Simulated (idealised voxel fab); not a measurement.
This is a process module. Its name is voxel capacitor over wiring.
280 nm wide, 5 nm square cells: that's cross-section cut.
Each cross-section below is a grid of square cells, stated as bands in top-down order, with one or more rows of cells making up each band. Within each band entry, the heights of the top and of the bottom of the band appear first, in that order and in nm; the materials of the band then follow from left to right, each with its corresponding width in nm. The designation "throughout" on a single material indicates that it fills the band from edge to edge; the designation "empty" indicates empty space. Heads up on the height convention: 0 is the point under which the incoming wafer is all one material, and the lowest band has no bottom, it just keeps going down, like "z 0 and below". A width such as "30..40" changes by the same amount from each row of cells to the next, from the band's top row to its bottom row. No cell of the cross-section changed in a step that is given as "no modification". For the entry "Closed-off voids", the listed items are empty spaces with no open way to the top whose size is 8 cells or more; each item follows the pattern width x height at distance, where distance is from the left edge and all three are in nm. Anything after a step's settings on that line? It's the simulator's own note about the step. overlay nm, on a step with a mask: how far to the right of its planned place the mask lay; to the left if negative.

This section lists the process steps that were planned:
- 1: op RECEIVE | material Si
- 2: op CONFORMAL_DEP | material SiO2 | thk nm 15
- 3: op CONFORMAL_DEP | material SiCN | thk nm 5
- 4: op DIRECTIONAL_DEP | material lowk | thk nm 15
- 5: op MASKED_ETCH | tone open | mask id METAL_1 | width nm 25 | pitch nm 90 | etch materials lowk | depth nm 15 | overlay nm 0
- 6: op MASKED_ETCH | tone open | mask id METAL_1 | width nm 25 | pitch nm 90 | etch materials SiCN | depth nm 5 | overlay nm 0
- 7: op CONFORMAL_DEP | material TiN | thk nm 5
- 8: op FILL_DEP | material Cu | thk nm 5
- 9: op CMP | height nm 35
- 10: op CONFORMAL_DEP | material SiCN | thk nm 5
- 11: op DIRECTIONAL_DEP | material SiO2 | thk nm 20
- 12: op MASKED_ETCH | tone open | mask id PLUG_1 | width nm 15 | etch materials SiO2 | depth nm 20 | overlay nm 0
- 13: op MASKED_ETCH | tone open | mask id PLUG_1 | width nm 15 | etch materials SiCN | depth nm 5 | overlay nm 0
- 14: op EPI | material Ru | thk nm 10
- 15: op EPI | material Ru | thk nm 10
- 16: op EPI | material Ru | thk nm 5
- 17: op DIRECTIONAL_DEP | material TiN | thk nm 10
- 18: op DIRECTIONAL_DEP | material Al2O3 | thk nm 5
- 19: op DIRECTIONAL_DEP | material TiN | thk nm 5
- 20: op PATTERN | tone cover | mask id UPPER_PLATE | material resist | width nm 70 | thk nm 15 | overlay nm 0
- 21: op DIRECTIONAL_ETCH | etch materials TiN | depth nm 5
- 22: op DIRECTIONAL_ETCH | etch materials Al2O3 | depth nm 5
- 23: op STRIP | etch materials resist
- 24: op MASKED_ETCH | tone cover | mask id LOWER_PLATE | width nm 80 | etch materials TiN | depth nm 10 | overlay nm 0
- 25: op FILL_DEP | material SiO2 | thk nm 20
- 26: op CMP | height nm 95
- 27: op PATTERN | tone open | mask id PLUG_2 | material resist | width nm 15 | thk nm 20 | overlay nm 0
- 28: op DIRECTIONAL_ETCH | etch materials SiO2 | depth nm 15
- 29: op STRIP | etch materials resist
- 30: op CONFORMAL_DEP | material TiN | thk nm 5
- 31: op FILL_DEP | material W | thk nm 10
- 32: op CMP | height nm 95
- 33: op CONFORMAL_DEP | material SiCN | thk nm 5

Cross-section of the wafer as it came to us, i.e., already through step 1:
  z 0 and below = Si throughout
  Closed-off voids: none

The module was run from the start shown above using the plan shown above, but one mistake was made doing it; the resulting wafer cross-section is below:
  z 100 to 95 = SiCN throughout
  z 95 to 85 = 100..90 nm SiO2, then 15..25 nm TiN, then 165 nm SiO2
  z 85 to 80 = 90 nm SiO2, then 25 nm Al2O3, then 165 nm SiO2
  z 80 to 75 = 85 nm SiO2, then 75 nm TiN, then 120 nm SiO2
  z 75 to 70 = 85 nm SiO2, then 30 nm TiN, then 45 nm Al2O3, then 120 nm SiO2
  z 70 to 60 = 80 nm SiO2, then 35 nm Ru, then 50 nm TiN, then 115 nm SiO2
  z 60 to 40 = 90 nm SiO2, then 15 nm Ru, then 175 nm SiO2
  z 40 to 35 = 90 nm SiCN, then 15 nm Ru, then 175 nm SiCN
  z 35 to 20 = 80 nm lowk, then 5 nm TiN, then 15 nm Cu, then 5 nm TiN, then 65 nm lowk, then 5 nm TiN, then 15 nm Cu, then 5 nm TiN, then 85 nm lowk
  z 20 to 15 = 80 nm SiCN, then 25 nm TiN, then 65 nm SiCN, then 25 nm TiN, then 85 nm SiCN
  z 15 to 0 = SiO2 throughout
  z 0 and below = Si throughout
  Closed-off voids: none
Diagnosis: one of 14 and 15 ran twice, no way to know which since they are all identical
